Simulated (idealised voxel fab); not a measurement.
process module | voxel plated lines
cross-section cut | 240 nm wide | cells 5 nm
A cross-section is a grid of square cells, given in bands from the top down. A band is one or more rows of cells.
Each band's line starts with the height of the band's top and of its bottom, in nm. Then come its materials from left to right, each with its width in nm. One material with "throughout" fills the band from edge to edge. "air" is empty space.
Height 0 is the level under which the wafer as received is all one material. The lowest band goes on downwards, as in "0 down".
A width such as "30 to 40" changes by the same amount from each row of cells to the next, from the band's top row to its bottom row.
"no change" after a step means that no cell of the cross-section changed.
closed voids: empty space of 8 cells or more with no open way to the top, each as width x height at its distance from the left edge, in nm
after a step's settings: what the simulator itself notes on the step
overlay nm, on a step with a mask: how far to the right of its planned place the mask lay; to the left if negative
plan
1 op RECEIVE | material Si
2 op CONFORMAL_DEP | material SiO2 | thk nm 5
3 op DIRECTIONAL_DEP | material TiN | thk nm 5
4 op PATTERN | tone open | mask id LINES | material resist | width nm 20 | pitch nm 50 | thk nm 15 | overlay nm 0
5 op EPI | material Ru | thk nm 5
6 op STRIP | etch materials resist
7 op DIRECTIONAL_ETCH | etch materials TiN | depth nm 5
8 op CONFORMAL_DEP | material SiN | thk nm 5
varied across the wafers: thk nm of step 8. The plan shows the first wafer's value. All wafers start alike
first wafer as received, after step 1
  0 down: Si throughout
  closed voids: none
each wafer at the end: cells of each material gained (+) or lost (-) since it was received, then its closed voids
thk nm 5 | +16 Ru | +64 SiN | +48 SiO2 | +16 TiN | closed voids: none
thk nm 10 | +16 Ru | +128 SiN | +48 SiO2 | +16 TiN | closed voids: none
thk nm 15 | +16 Ru | +192 SiN | +48 SiO2 | +16 TiN | closed voids: none
thk nm 20 | +16 Ru | +244 SiN | +48 SiO2 | +16 TiN | closed voids: none
